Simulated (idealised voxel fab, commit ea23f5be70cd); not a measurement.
process module | voxel ribs on slabs
cross-section cut | 290 nm wide | cells 5 nm
A cross-section is a grid of square cells, given in bands from the top down. A band is one or more rows of cells.
Each band's line starts with the height of the band's top and of its bottom, in nm. Then come its materials from left to right, each with its width in nm. One material with "throughout" fills the band from edge to edge. "air" is empty space.
Height 0 is the level under which the wafer as received is all one material. The lowest band goes on downwards, as in "0 down".
A width such as "30 to 40" changes by the same amount from each row of cells to the next, from the band's top row to its bottom row.
"no change" after a step means that no cell of the cross-section changed.
closed voids: empty space of 8 cells or more with no open way to the top, each as width x height at its distance from the left edge, in nm
after a step's settings: what the simulator itself notes on the step
overlay nm, on a step with a mask: how far to the right of its planned place the mask lay; to the left if negative
Each pair below shows a cross-section before one step and the cross-section after it, down to the lowest band that changed. The line under each pair gives the step between them, with its settings. The pairs can come from different runs of this module on the same starting wafer, so a pair continues from the pair above only where its "before" says so.
before
  0 down: Si throughout
  closed voids: none
after
  20 to 0: SiO2 throughout
  below 0: unchanged
  closed voids: none
the step between: op DIRECTIONAL_DEP | material SiO2 | thk nm 20
before: the cross-section after the pair above
after
  35 to 20: SiN throughout
  below 20: unchanged
  closed voids: none
the step between: op DIRECTIONAL_DEP | material SiN | thk nm 15
before: the cross-section after the pair above
after
  55 to 35: air 130 | resist 30 | air 130
  below 35: unchanged
  closed voids: none
the step between: op PATTERN | tone cover | mask id RIB | material resist | width nm 30 | thk nm 20 | overlay nm 0
before: the cross-section after the pair above
after
  55 to 35: air 130 | resist 30 | air 130
  35 to 25: air 130 | SiN 30 | air 130
  below 25: unchanged
  closed voids: none
the step between: op DIRECTIONAL_ETCH | etch materials SiN | depth nm 10
before: the cross-section after the pair above
after
  35 to 25: air 130 | SiN 30 | air 130
  below 25: unchanged
  closed voids: none
the step between: op STRIP | etch materials resist
before: the cross-section after the pair above
after
  55 to 35: air 115 | resist 60 | air 115
  35 to 25: air 115 | resist 15 | SiN 30 | resist 15 | air 115
  below 25: unchanged
  closed voids: none
the step between: op PATTERN | tone cover | mask id SLAB | material resist | width nm 60 | thk nm 20 | overlay nm 0
before: the cross-section after the pair above
after
  55 to 35: air 115 | resist 60 | air 115
  35 to 25: air 115 | resist 15 | SiN 30 | resist 15 | air 115
  25 to 20: air 115 | SiN 60 | air 115
  below 20: unchanged
  closed voids: none
the step between: op DIRECTIONAL_ETCH | etch materials SiN | depth nm 5
before: the cross-section after the pair above
after
  35 to 25: air 130 | SiN 30 | air 130
  below 25: unchanged
  closed voids: none
the step between: op STRIP | etch materials resist
before: the cross-section after the pair above
after
  60 to 35: SiO2 throughout
  35 to 25: SiO2 130 | SiN 30 | SiO2 130
  25 to 20: SiO2 115 | SiN 60 | SiO2 115
  below 20: unchanged
  closed voids: none
the step between: op FILL_DEP | material SiO2 | thk nm 25
before: the cross-section after the pair above
after
  55 to 35: SiO2 throughout
  below 35: unchanged
  closed voids: none
the step between: op CMP | height nm 55
before: the cross-section after the pair above
after
  60 to 55: TiN throughout
  below 55: unchanged
  closed voids: none
the step between: op DIRECTIONAL_DEP | material TiN | thk nm 5
before: the cross-section after the pair above
after
  75 to 60: aC throughout
  below 60: unchanged
  closed voids: none
the step between: op DIRECTIONAL_DEP | material aC | thk nm 15
before: the cross-section after the pair above
after
  105 to 75: air 125 | resist 40 | air 125
  below 75: unchanged
  closed voids: none
the step between: op PATTERN | tone cover | mask id HEATER | material resist | width nm 40 | thk nm 30 | overlay nm 0
before: the cross-section after the pair above
after
  90 to 75: air 125 | resist 40 | air 125
  75 to 60: air 125 | aC 40 | air 125
  below 60: unchanged
  closed voids: none
the step between: op DIRECTIONAL_ETCH | etch materials aC | depth nm 15
before: the cross-section after the pair above
after
  75 to 60: air 125 | aC 40 | air 125
  below 60: unchanged
  closed voids: none
the step between: op STRIP | etch materials resist
before: the cross-section after the pair above
after
  75 to 60: air 125 | aC 40 | air 125
  60 to 55: air 125 | TiN 40 | air 125
  below 55: unchanged
  closed voids: none
the step between: op DIRECTIONAL_ETCH | etch materials TiN | depth nm 5
before: the cross-section after the pair above
after
  60 to 55: air 125 | TiN 40 | air 125
  below 55: unchanged
  closed voids: none
the step between: op STRIP | etch materials aC
before: the cross-section after the pair above
after
  65 to 60: air 120 | SiN 50 | air 120
  60 to 55: SiN 125 | TiN 40 | SiN 125
  below 55: unchanged
  closed voids: none
the step between: op CONFORMAL_DEP | material SiN | thk nm 5
before
  35 to 20: SiN throughout
  20 to 0: SiO2 throughout
  0 down: Si throughout
  closed voids: none
after
  50 to 20: SiN throughout
  below 20: unchanged
  closed voids: none
the step between: op DIRECTIONAL_DEP | material SiN | thk nm 15
before: the cross-section after the pair above
after
  70 to 50: air 130 | resist 30 | air 130
  below 50: unchanged
  closed voids: none
the step between: op PATTERN | tone cover | mask id RIB | material resist | width nm 30 | thk nm 20 | overlay nm 0
before: the cross-section after the pair above
after
  70 to 50: air 130 | resist 30 | air 130
  50 to 40: air 130 | SiN 30 | air 130
  below 40: unchanged
  closed voids: none
the step between: op DIRECTIONAL_ETCH | etch materials SiN | depth nm 10
before: the cross-section after the pair above
after
  50 to 40: air 130 | SiN 30 | air 130
  below 40: unchanged
  closed voids: none
the step between: op STRIP | etch materials resist
before: the cross-section after the pair above
after
  70 to 50: air 115 | resist 60 | air 115
  50 to 40: air 115 | resist 15 | SiN 30 | resist 15 | air 115
  below 40: unchanged
  closed voids: none
the step between: op PATTERN | tone cover | mask id SLAB | material resist | width nm 60 | thk nm 20 | overlay nm 0
before: the cross-section after the pair above
after
  70 to 50: air 115 | resist 60 | air 115
  50 to 40: air 115 | resist 15 | SiN 30 | resist 15 | air 115
  40 to 35: air 115 | SiN 60 | air 115
  below 35: unchanged
  closed voids: none
the step between: op DIRECTIONAL_ETCH | etch materials SiN | depth nm 5
before: the cross-section after the pair above
after
  50 to 40: air 130 | SiN 30 | air 130
  below 40: unchanged
  closed voids: none
the step between: op STRIP | etch materials resist
before: the cross-section after the pair above
after
  75 to 50: SiO2 throughout
  50 to 40: SiO2 130 | SiN 30 | SiO2 130
  40 to 35: SiO2 115 | SiN 60 | SiO2 115
  below 35: unchanged
  closed voids: none
the step between: op FILL_DEP | material SiO2 | thk nm 25
before: the cross-section after the pair above
after
  55 to 50: SiO2 throughout
  below 50: unchanged
  closed voids: none
the step between: op CMP | height nm 55
before: the cross-section after the pair above
after
  60 to 55: TiN throughout
  below 55: unchanged
  closed voids: none
the step between: op DIRECTIONAL_DEP | material TiN | thk nm 5
before: the cross-section after the pair above
after
  75 to 60: aC throughout
  below 60: unchanged
  closed voids: none
the step between: op DIRECTIONAL_DEP | material aC | thk nm 15
before: the cross-section after the pair above
after
  105 to 75: air 125 | resist 40 | air 125
  below 75: unchanged
  closed voids: none
the step between: op PATTERN | tone cover | mask id HEATER | material resist | width nm 40 | thk nm 30 | overlay nm 0
before: the cross-section after the pair above
after
  90 to 75: air 125 | resist 40 | air 125
  75 to 60: air 125 | aC 40 | air 125
  below 60: unchanged
  closed voids: none
the step between: op DIRECTIONAL_ETCH | etch materials aC | depth nm 15
before: the cross-section after the pair above
after
  75 to 60: air 125 | aC 40 | air 125
  below 60: unchanged
  closed voids: none
the step between: op STRIP | etch materials resist
before: the cross-section after the pair above
after
  75 to 60: air 125 | aC 40 | air 125
  60 to 55: air 125 | TiN 40 | air 125
  below 55: unchanged
  closed voids: none
the step between: op DIRECTIONAL_ETCH | etch materials TiN | depth nm 5
before: the cross-section after the pair above
after
  60 to 55: air 125 | TiN 40 | air 125
  below 55: unchanged
  closed voids: none
the step between: op STRIP | etch materials aC
before: the cross-section after the pair above
after
  65 to 60: air 120 | SiN 50 | air 120
  60 to 55: SiN 125 | TiN 40 | SiN 125
  below 55: unchanged
  closed voids: none
the step between: op CONFORMAL_DEP | material SiN | thk nm 5
before
  0 down: Si throughout
  closed voids: none
after
  15 to 0: SiN throughout
  below 0: unchanged
  closed voids: none
the step between: op DIRECTIONAL_DEP | material SiN | thk nm 15
before: the cross-section after the pair above
after
  35 to 15: SiO2 throughout
  below 15: unchanged
  closed voids: none
the step between: op DIRECTIONAL_DEP | material SiO2 | thk nm 20
before: the cross-section after the pair above
after
  55 to 35: air 130 | resist 30 | air 130
  below 35: unchanged
  closed voids: none
the step between: op PATTERN | tone cover | mask id RIB | material resist | width nm 30 | thk nm 20 | overlay nm 0
before: the cross-section after the pair above
after
  35 to 15: SiO2 throughout
  below 15: unchanged
  closed voids: none
the step between: op STRIP | etch materials resist
before: the cross-section after the pair above
after
  55 to 35: air 115 | resist 60 | air 115
  below 35: unchanged
  closed voids: none
the step between: op PATTERN | tone cover | mask id SLAB | material resist | width nm 60 | thk nm 20 | overlay nm 0
before: the cross-section after the pair above
after
  35 to 15: SiO2 throughout
  below 15: unchanged
  closed voids: none
the step between: op STRIP | etch materials resist
before: the cross-section after the pair above
after
  60 to 15: SiO2 throughout
  below 15: unchanged
  closed voids: none
the step between: op FILL_DEP | material SiO2 | thk nm 25
before: the cross-section after the pair above
after
  55 to 15: SiO2 throughout
  below 15: unchanged
  closed voids: none
the step between: op CMP | height nm 55
before: the cross-section after the pair above
after
  60 to 55: TiN throughout
  below 55: unchanged
  closed voids: none
the step between: op DIRECTIONAL_DEP | material TiN | thk nm 5
before: the cross-section after the pair above
after
  75 to 60: aC throughout
  below 60: unchanged
  closed voids: none
the step between: op DIRECTIONAL_DEP | material aC | thk nm 15
before: the cross-section after the pair above
after
  105 to 75: air 125 | resist 40 | air 125
  below 75: unchanged
  closed voids: none
the step between: op PATTERN | tone cover | mask id HEATER | material resist | width nm 40 | thk nm 30 | overlay nm 0
before: the cross-section after the pair above
after
  90 to 75: air 125 | resist 40 | air 125
  75 to 60: air 125 | aC 40 | air 125
  below 60: unchanged
  closed voids: none
the step between: op DIRECTIONAL_ETCH | etch materials aC | depth nm 15
before: the cross-section after the pair above
after
  75 to 60: air 125 | aC 40 | air 125
  below 60: unchanged
  closed voids: none
the step between: op STRIP | etch materials resist
before: the cross-section after the pair above
after
  75 to 60: air 125 | aC 40 | air 125
  60 to 55: air 125 | TiN 40 | air 125
  below 55: unchanged
  closed voids: none
the step between: op DIRECTIONAL_ETCH | etch materials TiN | depth nm 5
before: the cross-section after the pair above
after
  60 to 55: air 125 | TiN 40 | air 125
  below 55: unchanged
  closed voids: none
the step between: op STRIP | etch materials aC
before: the cross-section after the pair above
after
  65 to 60: air 120 | SiN 50 | air 120
  60 to 55: SiN 125 | TiN 40 | SiN 125
  below 55: unchanged
  closed voids: none
the step between: op CONFORMAL_DEP | material SiN | thk nm 5
before
  0 down: Si throughout
  closed voids: none
after
  15 to 0: SiO2 throughout
  below 0: unchanged
  closed voids: none
the step between: op DIRECTIONAL_DEP | material SiO2 | thk nm 15
before: the cross-section after the pair above
after
  30 to 15: SiN throughout
  below 15: unchanged
  closed voids: none
the step between: op DIRECTIONAL_DEP | material SiN | thk nm 15
before: the cross-section after the pair above
after
  50 to 30: air 130 | resist 30 | air 130
  below 30: unchanged
  closed voids: none
the step between: op PATTERN | tone cover | mask id RIB | material resist | width nm 30 | thk nm 20 | overlay nm 0
before: the cross-section after the pair above
after
  50 to 30: air 130 | resist 30 | air 130
  30 to 20: air 130 | SiN 30 | air 130
  below 20: unchanged
  closed voids: none
the step between: op DIRECTIONAL_ETCH | etch materials SiN | depth nm 10
before: the cross-section after the pair above
after
  30 to 20: air 130 | SiN 30 | air 130
  below 20: unchanged
  closed voids: none
the step between: op STRIP | etch materials resist
before: the cross-section after the pair above
after
  50 to 30: air 115 | resist 60 | air 115
  30 to 20: air 115 | resist 15 | SiN 30 | resist 15 | air 115
  below 20: unchanged
  closed voids: none
the step between: op PATTERN | tone cover | mask id SLAB | material resist | width nm 60 | thk nm 20 | overlay nm 0
before: the cross-section after the pair above
after
  50 to 30: air 115 | resist 60 | air 115
  30 to 20: air 115 | resist 15 | SiN 30 | resist 15 | air 115
  20 to 15: air 115 | SiN 60 | air 115
  below 15: unchanged
  closed voids: none
the step between: op DIRECTIONAL_ETCH | etch materials SiN | depth nm 5
before: the cross-section after the pair above
after
  30 to 20: air 130 | SiN 30 | air 130
  below 20: unchanged
  closed voids: none
the step between: op STRIP | etch materials resist
before: the cross-section after the pair above
after
  55 to 30: SiO2 throughout
  30 to 20: SiO2 130 | SiN 30 | SiO2 130
  20 to 15: SiO2 115 | SiN 60 | SiO2 115
  below 15: unchanged
  closed voids: none
the step between: op FILL_DEP | material SiO2 | thk nm 25
before: the cross-section after the pair above
after
  60 to 55: TiN throughout
  below 55: unchanged
  closed voids: none
the step between: op DIRECTIONAL_DEP | material TiN | thk nm 5
before: the cross-section after the pair above
after
  75 to 60: aC throughout
  below 60: unchanged
  closed voids: none
the step between: op DIRECTIONAL_DEP | material aC | thk nm 15
before: the cross-section after the pair above
after
  105 to 75: air 125 | resist 40 | air 125
  below 75: unchanged
  closed voids: none
the step between: op PATTERN | tone cover | mask id HEATER | material resist | width nm 40 | thk nm 30 | overlay nm 0
before: the cross-section after the pair above
after
  90 to 75: air 125 | resist 40 | air 125
  75 to 60: air 125 | aC 40 | air 125
  below 60: unchanged
  closed voids: none
the step between: op DIRECTIONAL_ETCH | etch materials aC | depth nm 15
before: the cross-section after the pair above
after
  75 to 60: air 125 | aC 40 | air 125
  below 60: unchanged
  closed voids: none
the step between: op STRIP | etch materials resist
before: the cross-section after the pair above
after
  75 to 60: air 125 | aC 40 | air 125
  60 to 55: air 125 | TiN 40 | air 125
  below 55: unchanged
  closed voids: none
the step between: op DIRECTIONAL_ETCH | etch materials TiN | depth nm 5
before: the cross-section after the pair above
after
  60 to 55: air 125 | TiN 40 | air 125
  below 55: unchanged
  closed voids: none
the step between: op STRIP | etch materials aC
before: the cross-section after the pair above
after
  65 to 60: air 120 | SiN 50 | air 120
  60 to 55: SiN 125 | TiN 40 | SiN 125
  below 55: unchanged
  closed voids: none
the step between: op CONFORMAL_DEP | material SiN | thk nm 5
before
  35 to 25: air 130 | SiN 30 | air 130
  25 to 20: SiN throughout
  20 to 0: SiO2 throughout
  0 down: Si throughout
  closed voids: none
after
  55 to 35: air 110 | resist 70 | air 110
  35 to 25: air 110 | resist 20 | SiN 30 | resist 20 | air 110
  below 25: unchanged
  closed voids: none
the step between: op PATTERN | tone cover | mask id SLAB | material resist | width nm 70 | thk nm 20 | overlay nm 0
before: the cross-section after the pair above
after
  55 to 35: air 110 | resist 70 | air 110
  35 to 25: air 110 | resist 20 | SiN 30 | resist 20 | air 110
  25 to 20: air 110 | SiN 70 | air 110
  below 20: unchanged
  closed voids: none
the step between: op DIRECTIONAL_ETCH | etch materials SiN | depth nm 5
before: the cross-section after the pair above
after
  35 to 25: air 130 | SiN 30 | air 130
  below 25: unchanged
  closed voids: none
the step between: op STRIP | etch materials resist
before: the cross-section after the pair above
after
  60 to 35: SiO2 throughout
  35 to 25: SiO2 130 | SiN 30 | SiO2 130
  25 to 20: SiO2 110 | SiN 70 | SiO2 110
  below 20: unchanged
  closed voids: none
the step between: op FILL_DEP | material SiO2 | thk nm 25
before: the cross-section after the pair above
after
  55 to 35: SiO2 throughout
  below 35: unchanged
  closed voids: none
the step between: op CMP | height nm 55
before: the cross-section after the pair above
after
  60 to 55: TiN throughout
  below 55: unchanged
  closed voids: none
the step between: op DIRECTIONAL_DEP | material TiN | thk nm 5
before: the cross-section after the pair above
after
  75 to 60: aC throughout
  below 60: unchanged
  closed voids: none
the step between: op DIRECTIONAL_DEP | material aC | thk nm 15
before: the cross-section after the pair above
after
  105 to 75: air 125 | resist 40 | air 125
  below 75: unchanged
  closed voids: none
the step between: op PATTERN | tone cover | mask id HEATER | material resist | width nm 40 | thk nm 30 | overlay nm 0
before: the cross-section after the pair above
after
  90 to 75: air 125 | resist 40 | air 125
  75 to 60: air 125 | aC 40 | air 125
  below 60: unchanged
  closed voids: none
the step between: op DIRECTIONAL_ETCH | etch materials aC | depth nm 15
before: the cross-section after the pair above
after
  75 to 60: air 125 | aC 40 | air 125
  below 60: unchanged
  closed voids: none
the step between: op STRIP | etch materials resist
before: the cross-section after the pair above
after
  75 to 60: air 125 | aC 40 | air 125
  60 to 55: air 125 | TiN 40 | air 125
  below 55: unchanged
  closed voids: none
the step between: op DIRECTIONAL_ETCH | etch materials TiN | depth nm 5
before: the cross-section after the pair above
after
  60 to 55: air 125 | TiN 40 | air 125
  below 55: unchanged
  closed voids: none
the step between: op STRIP | etch materials aC
before: the cross-section after the pair above
after
  65 to 60: air 120 | SiN 50 | air 120
  60 to 55: SiN 125 | TiN 40 | SiN 125
  below 55: unchanged
  closed voids: none
the step between: op CONFORMAL_DEP | material SiN | thk nm 5
before
  35 to 25: air 130 | SiN 30 | air 130
  25 to 20: SiN throughout
  20 to 0: SiO2 throughout
  0 down: Si throughout
  closed voids: none
after
  55 to 35: air 125 | resist 60 | air 105
  35 to 25: air 125 | resist 5 | SiN 30 | resist 25 | air 105
  below 25: unchanged
  closed voids: none
the step between: op PATTERN | tone cover | mask id SLAB | material resist | width nm 60 | thk nm 20 | overlay nm 10
before: the cross-section after the pair above
after
  55 to 35: air 125 | resist 60 | air 105
  35 to 25: air 125 | resist 5 | SiN 30 | resist 25 | air 105
  25 to 20: air 125 | SiN 60 | air 105
  below 20: unchanged
  closed voids: none
the step between: op DIRECTIONAL_ETCH | etch materials SiN | depth nm 5
before: the cross-section after the pair above
after
  35 to 25: air 130 | SiN 30 | air 130
  below 25: unchanged
  closed voids: none
the step between: op STRIP | etch materials resist
before: the cross-section after the pair above
after
  60 to 35: SiO2 throughout
  35 to 25: SiO2 130 | SiN 30 | SiO2 130
  25 to 20: SiO2 125 | SiN 60 | SiO2 105
  below 20: unchanged
  closed voids: none
the step between: op FILL_DEP | material SiO2 | thk nm 25
before: the cross-section after the pair above
after
  55 to 35: SiO2 throughout
  below 35: unchanged
  closed voids: none
the step between: op CMP | height nm 55
before: the cross-section after the pair above
after
  60 to 55: TiN throughout
  below 55: unchanged
  closed voids: none
the step between: op DIRECTIONAL_DEP | material TiN | thk nm 5
before: the cross-section after the pair above
after
  75 to 60: aC throughout
  below 60: unchanged
  closed voids: none
the step between: op DIRECTIONAL_DEP | material aC | thk nm 15
before: the cross-section after the pair above
after
  105 to 75: air 125 | resist 40 | air 125
  below 75: unchanged
  closed voids: none
the step between: op PATTERN | tone cover | mask id HEATER | material resist | width nm 40 | thk nm 30 | overlay nm 0
before: the cross-section after the pair above
after
  90 to 75: air 125 | resist 40 | air 125
  75 to 60: air 125 | aC 40 | air 125
  below 60: unchanged
  closed voids: none
the step between: op DIRECTIONAL_ETCH | etch materials aC | depth nm 15
before: the cross-section after the pair above
after
  75 to 60: air 125 | aC 40 | air 125
  below 60: unchanged
  closed voids: none
the step between: op STRIP | etch materials resist
before: the cross-section after the pair above
after
  75 to 60: air 125 | aC 40 | air 125
  60 to 55: air 125 | TiN 40 | air 125
  below 55: unchanged
  closed voids: none
the step between: op DIRECTIONAL_ETCH | etch materials TiN | depth nm 5
before: the cross-section after the pair above
after
  60 to 55: air 125 | TiN 40 | air 125
  below 55: unchanged
  closed voids: none
the step between: op STRIP | etch materials aC
before: the cross-section after the pair above
after
  65 to 60: air 120 | SiN 50 | air 120
  60 to 55: SiN 125 | TiN 40 | SiN 125
  below 55: unchanged
  closed voids: none
the step between: op CONFORMAL_DEP | material SiN | thk nm 5
before
  0 down: Si throughout
  closed voids: none
after
  20 to 0: SiN throughout
  below 0: unchanged
  closed voids: none
the step between: op DIRECTIONAL_DEP | material SiN | thk nm 20
before: the cross-section after the pair above
after
  35 to 0: SiN throughout
  below 0: unchanged
  closed voids: none
the step between: op DIRECTIONAL_DEP | material SiN | thk nm 15
before: the cross-section after the pair above
after
  55 to 35: air 130 | resist 30 | air 130
  below 35: unchanged
  closed voids: none
the step between: op PATTERN | tone cover | mask id RIB | material resist | width nm 30 | thk nm 20 | overlay nm 0
before: the cross-section after the pair above
after
  55 to 35: air 130 | resist 30 | air 130
  35 to 25: air 130 | SiN 30 | air 130
  below 25: unchanged
  closed voids: none
the step between: op DIRECTIONAL_ETCH | etch materials SiN | depth nm 10
before: the cross-section after the pair above
after
  35 to 25: air 130 | SiN 30 | air 130
  below 25: unchanged
  closed voids: none
the step between: op STRIP | etch materials resist
before: the cross-section after the pair above
after
  55 to 35: air 115 | resist 60 | air 115
  35 to 25: air 115 | resist 15 | SiN 30 | resist 15 | air 115
  below 25: unchanged
  closed voids: none
the step between: op PATTERN | tone cover | mask id SLAB | material resist | width nm 60 | thk nm 20 | overlay nm 0
before: the cross-section after the pair above
after
  55 to 35: air 115 | resist 60 | air 115
  35 to 25: air 115 | resist 15 | SiN 30 | resist 15 | air 115
  25 to 20: air 115 | SiN 60 | air 115
  below 20: unchanged
  closed voids: none
the step between: op DIRECTIONAL_ETCH | etch materials SiN | depth nm 5
before: the cross-section after the pair above
after
  35 to 25: air 130 | SiN 30 | air 130
  below 25: unchanged
  closed voids: none
the step between: op STRIP | etch materials resist
before: the cross-section after the pair above
after
  60 to 35: SiO2 throughout
  35 to 25: SiO2 130 | SiN 30 | SiO2 130
  25 to 20: SiO2 115 | SiN 60 | SiO2 115
  below 20: unchanged
  closed voids: none
the step between: op FILL_DEP | material SiO2 | thk nm 25
before: the cross-section after the pair above
after
  55 to 35: SiO2 throughout
  below 35: unchanged
  closed voids: none
the step between: op CMP | height nm 55
before: the cross-section after the pair above
after
  60 to 55: TiN throughout
  below 55: unchanged
  closed voids: none
the step between: op DIRECTIONAL_DEP | material TiN | thk nm 5
before: the cross-section after the pair above
after
  75 to 60: aC throughout
  below 60: unchanged
  closed voids: none
the step between: op DIRECTIONAL_DEP | material aC | thk nm 15
before: the cross-section after the pair above
after
  105 to 75: air 125 | resist 40 | air 125
  below 75: unchanged
  closed voids: none
the step between: op PATTERN | tone cover | mask id HEATER | material resist | width nm 40 | thk nm 30 | overlay nm 0
before: the cross-section after the pair above
after
  90 to 75: air 125 | resist 40 | air 125
  75 to 60: air 125 | aC 40 | air 125
  below 60: unchanged
  closed voids: none
the step between: op DIRECTIONAL_ETCH | etch materials aC | depth nm 15
before: the cross-section after the pair above
after
  75 to 60: air 125 | aC 40 | air 125
  below 60: unchanged
  closed voids: none
the step between: op STRIP | etch materials resist
before: the cross-section after the pair above
after
  75 to 60: air 125 | aC 40 | air 125
  60 to 55: air 125 | TiN 40 | air 125
  below 55: unchanged
  closed voids: none
the step between: op DIRECTIONAL_ETCH | etch materials TiN | depth nm 5
before: the cross-section after the pair above
after
  60 to 55: air 125 | TiN 40 | air 125
  below 55: unchanged
  closed voids: none
the step between: op STRIP | etch materials aC
before: the cross-section after the pair above
after
  65 to 60: air 120 | SiN 50 | air 120
  60 to 55: SiN 125 | TiN 40 | SiN 125
  below 55: unchanged
  closed voids: none
the step between: op CONFORMAL_DEP | material SiN | thk nm 5
before
  75 to 60: aC throughout
  60 to 55: TiN throughout
  55 to 35: SiO2 throughout
  35 to 25: SiO2 130 | SiN 30 | SiO2 130
  25 to 20: SiO2 115 | SiN 60 | SiO2 115
  20 to 0: SiO2 throughout
  0 down: Si throughout
  closed voids: none
after
  105 to 75: resist 125 | air 40 | resist 125
  below 75: unchanged
  closed voids: none
the step between: op PATTERN | tone open | mask id HEATER | material resist | width nm 40 | thk nm 30 | overlay nm 0
before: the cross-section after the pair above
after
  90 to 75: resist 125 | air 40 | resist 125
  75 to 60: aC 125 | air 40 | aC 125
  below 60: unchanged
  closed voids: none
the step between: op DIRECTIONAL_ETCH | etch materials aC | depth nm 15
before: the cross-section after the pair above
after
  75 to 60: aC 125 | air 40 | aC 125
  below 60: unchanged
  closed voids: none
the step between: op STRIP | etch materials resist
before: the cross-section after the pair above
after
  75 to 60: aC 125 | air 40 | aC 125
  60 to 55: TiN 125 | air 40 | TiN 125
  below 55: unchanged
  closed voids: none
the step between: op DIRECTIONAL_ETCH | etch materials TiN | depth nm 5
before: the cross-section after the pair above
after
  60 to 55: TiN 125 | air 40 | TiN 125
  below 55: unchanged
  closed voids: none
the step between: op STRIP | etch materials aC
before: the cross-section after the pair above
after
  65 to 60: SiN 130 | air 30 | SiN 130
  60 to 55: TiN 125 | SiN 40 | TiN 125
  below 55: unchanged
  closed voids: none
the step between: op CONFORMAL_DEP | material SiN | thk nm 5
